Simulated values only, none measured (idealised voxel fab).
The process module that follows is named voxel released beams.
Cross-section cut: width 150 nm, square cells of 5 nm.
Cross-section = grid of square cells, listed top down in bands; band = one or more rows.
This entry defines a band. It first specifies the height of the band's top and the height of its bottom in nm, and then specifies the band's materials from left to right, stating each material with its width in nm. The word "everywhere" identifies a single material that fills the band from edge to edge, while the word "air" identifies empty space.
We count height from 0. Below that, the starting wafer is all one material. The lowest band never ends at the bottom but goes on down; see "z 0 and below" for how that is written.
Width "30..40": first value at the band's top row of cells, second value at its bottom row, equal change from row to row.
What does "same as before" mean for a step? It means no cell of the cross-section changed in that step.
Heads up: "Cavities, sealed" only lists the empty pockets with no open path to the top that are 8 cells or more, and it writes them as width x height at distance, distance from the left edge, in nm.
Formally, on a step line, whatever follows the settings is a remark that the simulator itself makes on the step.
If you see "overlay nm" on a step's line and that step has a mask, it's telling you how far right of where it was planned the mask ended up; a negative number means it went left instead.
The following list gives the planned process steps
- 1: RECEIVE (material Si)
- 2: CONFORMAL_DEP (material Al2O3; thk nm 10)
- 3: DIRECTIONAL_DEP (material SiO2; thk nm 10)
- 4: PATTERN (tone open; mask id ANCHOR; material resist; width nm 35; thk nm 15; overlay nm 0)
- 5: DIRECTIONAL_ETCH (etch materials SiO2; depth nm 10)
- 6: STRIP (etch materials resist)
- 7: CONFORMAL_DEP (material polySi; thk nm 10)
- 8: MASKED_ETCH (tone cover; mask id BEAM; width nm 80; etch materials polySi; depth nm 10; overlay nm 0)
- 9: STRIP (etch materials SiO2)
So, the first of our two wafers, run just as we planned it
Wafer at receipt (post step 1), cross-section
z 0 and below  Si everywhere
Cavities, sealed: none
After step 2, in cross-section
z 10 to 0  Al2O3 everywhere
Everything below 0 is unchanged.
After step 3, in cross-section
z 20 to 10  SiO2 everywhere
Everything below 10 is unchanged.
After step 4, in cross-section
z 35 to 20  resist: 35 / air: 35 / resist: 80
Everything below 20 is unchanged.
After step 5, in cross-section
z 35 to 20  resist: 35 / air: 35 / resist: 80
z 20 to 10  SiO2: 35 / air: 35 / SiO2: 80
Everything below 10 is unchanged.
After step 6, in cross-section
z 20 to 10  SiO2: 35 / air: 35 / SiO2: 80
Everything below 10 is unchanged.
After step 7, in cross-section
z 30 to 20  polySi: 45 / air: 15 / polySi: 90
z 20 to 10  SiO2: 35 / polySi: 35 / SiO2: 80
Everything below 10 is unchanged.
After step 8, in cross-section
z 30 to 20  air: 30 / polySi: 15 / air: 15 / polySi: 50 / air: 40
Everything below 20 is unchanged.
After step 9, in cross-section
z 30 to 20  air: 30 / polySi: 15 / air: 15 / polySi: 50 / air: 40
z 20 to 10  air: 35 / polySi: 35 / air: 80
Everything below 10 is unchanged.
Wafer two: like wafer one in start and plan, but with one mistake in execution; identical up to and including step 7
What the second wafer looks like in cross-section when step 8 should have wrapped up
z 30 to 20  polySi: 30 / air: 80 / polySi: 40
z 20 to 10  SiO2: 35 / polySi: 10 / air: 15 / polySi: 10 / SiO2: 80
Everything below 10 is unchanged.
What the second wafer looks like in cross-section when step 9 should have wrapped up
z 20 to 10  air: 35 / polySi: 10 / air: 15 / polySi: 10 / air: 80
Everything below 10 is unchanged.
Deviation from plan: step 8 changed vs plan, executed as MASKED_ETCH (tone open; mask id BEAM; width nm 80; etch materials polySi; depth nm 10; overlay nm 0)
at the end the second wafer has, in cells: -32 polySi
